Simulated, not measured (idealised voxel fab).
The process module that follows is named voxel fin reveal.
Square cell edge 5 nm, section width 165 nm, ID cut.
Cross-section layout: square cells on a grid; listed as bands, top to bottom; a band spans one or more cell rows.
Basically the band line says how high the top is and how high the bottom is, in nm, and then what's in it from left to right, every material with its width in nm. Empty space shows up as "blank", and if a single material carries "all across" it runs the full band edge to edge.
All heights in this document are referenced to 0, defined as the level beneath which the wafer, as received, consists entirely of one material. The lowest band is not bounded below; it extends indefinitely downward and is written in the form "top 0, no bottom".
Width spec "30 to 40" -> top row of cells at first value, bottom row at second value, equal per-row change in between.
Step marked "no change"? Then no cell in the cross-section changed in it.
The label "Tabulated closed voids" introduces a list of the empty spaces, 8 cells or larger, that have no open way up to the top; each entry in it reads width x height at distance, where the distance is taken from the left edge and all three are stated in nm.
What comes after the settings on a step's line is commentary from the simulator itself on that step.
What "overlay nm" on a step's line means: if the step has a mask, that mask lay this far to the right of its planned place, or, when the value is negative, to the left.

# The steps planned for the process are as follows
1: RECEIVE (material Si)
2: CONFORMAL_DEP (material SiN; thk nm 5)
3: MASKED_ETCH (tone cover; mask id FINS; width nm 15; pitch nm 40; etch materials SiN; depth nm 5; overlay nm 0)
4: MASKED_ETCH (tone cover; mask id FINS; width nm 15; pitch nm 40; etch materials Si; depth nm 40; overlay nm 0)
5: OXIDIZE (depth nm 5)
6: FILL_DEP (material SiO2; thk nm 5)
7: CMP (height nm 5)
8: SELECTIVE_ETCH (etch materials SiO2; depth nm 30)
9: STRIP (etch materials SiN)

# The first of two wafers, run as planned

# Shown in cross-section is the wafer as received, that is, as it stands after step 1
top 0, no bottom | Si all across
Tabulated closed voids: none

# Cross-section of the wafer after step 2
top 5, bottom 0 | SiN all across
Everything below 0 is unchanged.

# Cross-section of the wafer after step 3
top 5, bottom 0 | blank (15), then SiN (15), then blank (25), then SiN (15), then blank (25), then SiN (15), then blank (25), then SiN (15), then blank (15)
Everything below 0 is unchanged.

# Cross-section of the wafer after step 4
top 5, bottom 0 | blank (15), then SiN (15), then blank (25), then SiN (15), then blank (25), then SiN (15), then blank (25), then SiN (15), then blank (15)
top 0, bottom -40 | blank (15), then Si (15), then blank (25), then Si (15), then blank (25), then Si (15), then blank (25), then Si (15), then blank (15)
Everything below -40 is unchanged.

# Cross-section of the wafer after step 5
top 5, bottom 0 | blank (15), then SiN (15), then blank (25), then SiN (15), then blank (25), then SiN (15), then blank (25), then SiN (15), then blank (15)
top 0, bottom -40 | blank (15), then SiO2 (5), then Si (5), then SiO2 (5), then blank (25), then SiO2 (5), then Si (5), then SiO2 (5), then blank (25), then SiO2 (5), then Si (5), then SiO2 (5), then blank (25), then SiO2 (5), then Si (5), then SiO2 (5), then blank (15)
top -40, bottom -45 | SiO2 (20), then Si (5), then SiO2 (35), then Si (5), then SiO2 (35), then Si (5), then SiO2 (35), then Si (5), then SiO2 (20)
Everything below -45 is unchanged.

# Cross-section of the wafer after step 6
top 10, bottom 5 | SiO2 all across
top 5, bottom 0 | SiO2 (15), then SiN (15), then SiO2 (25), then SiN (15), then SiO2 (25), then SiN (15), then SiO2 (25), then SiN (15), then SiO2 (15)
top 0, bottom -45 | SiO2 (20), then Si (5), then SiO2 (35), then Si (5), then SiO2 (35), then Si (5), then SiO2 (35), then Si (5), then SiO2 (20)
Everything below -45 is unchanged.

# Cross-section of the wafer after step 7
top 5, bottom 0 | SiO2 (15), then SiN (15), then SiO2 (25), then SiN (15), then SiO2 (25), then SiN (15), then SiO2 (25), then SiN (15), then SiO2 (15)
Everything below 0 is unchanged.

# Cross-section of the wafer after step 8
top 5, bottom 0 | blank (15), then SiN (15), then blank (25), then SiN (15), then blank (25), then SiN (15), then blank (25), then SiN (15), then blank (15)
top 0, bottom -25 | blank (20), then Si (5), then blank (35), then Si (5), then blank (35), then Si (5), then blank (35), then Si (5), then blank (20)
Everything below -25 is unchanged.

# Cross-section of the wafer after step 9
top 0, bottom -25 | blank (20), then Si (5), then blank (35), then Si (5), then blank (35), then Si (5), then blank (35), then Si (5), then blank (20)
Everything below -25 is unchanged.

# Okay, second wafer. Nothing different at the start, nothing different in the plan, just one mistake somewhere in the running. As far as step 7, counting that step, it's the first wafer all over again

# Second wafer shown in cross-section at the time step 8 was slated to end
top 5, bottom 0 | blank (15), then SiN (15), then blank (25), then SiN (15), then blank (25), then SiN (15), then blank (25), then SiN (15), then blank (15)
top 0, bottom -45 | blank (20), then Si (5), then blank (35), then Si (5), then blank (35), then Si (5), then blank (35), then Si (5), then blank (20)
Everything below -45 is unchanged.

# Second wafer shown in cross-section at the time step 9 was slated to end
top 0, bottom -45 | blank (20), then Si (5), then blank (35), then Si (5), then blank (35), then Si (5), then blank (35), then Si (5), then blank (20)
Everything below -45 is unchanged.
So what did we get wrong on this run? step 8 of the plan was twice carried out
FYI, end of process, the second wafer has more or fewer cells of some materials than the first: SiO2 -116
